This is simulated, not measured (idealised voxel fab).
The document below concerns the process module designated voxel plated lines.
Cross-sectional view cut (width: 200 nm; square cell size: 5 nm).
Cross-section = grid of square cells, listed top down in bands; band = one or more rows.
Within each band entry, the heights of the top and of the bottom of the band appear first, in that order and in nm; the materials of the band then follow from left to right, each with its corresponding width in nm. The designation "all across" on a single material indicates that it fills the band from edge to edge; the designation "empty" indicates empty space.
Convention: height 0 is the level below which the wafer, as received, is all one material. The lowest band does not terminate at the bottom but continues downward, represented as "0..down".
The expression "30->40" gives the width at the extremes of the band, the first number at its top row of cells and the second at its bottom row, with the width changing by equal amounts from each row to the next in between.
The designation "no change", where it is given for a processing step, indicates that no cell of the cross-section was altered in the course of that step.
Voids not open to the top, 8 cells minimum: see "Trapped cavities". Written width x height at distance; distance is from the left edge; nm.
Anything after a step's settings on that line? It's the simulator's own note about the step.
The "overlay nm" setting may appear on a step's line; for a step that uses a mask, it gives how far to the right of its planned position the mask lay, and a negative value indicates the left.

The following list gives the planned process steps
- 1: RECEIVE (material Si)
- 2: CONFORMAL_DEP (material Al2O3; thk nm 10)
- 3: DIRECTIONAL_DEP (material TiN; thk nm 5)
- 4: PATTERN (tone open; mask id LINES; material resist; width nm 25; pitch nm 55; thk nm 35; overlay nm 0)
- 5: EPI (material Ru; thk nm 10)
- 6: EPI (material Ru; thk nm 5)
- 7: EPI (material Ru; thk nm 5)
- 8: STRIP (etch materials resist)
- 9: DIRECTIONAL_ETCH (etch materials TiN; depth nm 5)
- 10: CONFORMAL_DEP (material SiN; thk nm 10)

This is the cross-section of the wafer as we received it, i.e. after step 1
- 0..down: Si all across
- Trapped cavities: none

Cross-section: first of two wafers, module finished, run according to plan
- 45..35: empty 50  SiN 45  empty 10  SiN 45  empty 50
- 35..20: empty 50  SiN 10  Ru 25  SiN 10  empty 10  SiN 10  Ru 25  SiN 10  empty 50
- 20..15: SiN 60  Ru 25  SiN 30  Ru 25  SiN 60
- 15..10: SiN 60  TiN 25  SiN 30  TiN 25  SiN 60
- 10..0: Al2O3 all across
- 0..down: Si all across
- Trapped cavities: none

Presented here is a cross-section of the second of the two wafers as it stood at the end of the module. It was started in the same manner and assigned the same plan as the first wafer; however, one mistake was made in its execution
- 45..35: SiN 70  empty 5  SiN 50  empty 5  SiN 70
- 35..20: Ru 60  SiN 10  empty 5  SiN 10  Ru 30  SiN 10  empty 5  SiN 10  Ru 60
- 20..15: Ru 60  SiN 25  Ru 30  SiN 25  Ru 60
- 15..10: TiN 60  SiN 25  TiN 30  SiN 25  TiN 60
- 10..0: Al2O3 all across
- 0..down: Si all across
- Trapped cavities: none
It is concluded that the wafer was processed incorrectly with respect to the plan, in that for step 4, the planned setting was not used; the step was instead run as PATTERN (tone cover; mask id LINES; material resist; width nm 25; pitch nm 55; thk nm 35; overlay nm 0)
Bottom line after processing is that, in cells, the second wafer is up or down on some materials versus the first: +80 Ru; +20 TiN
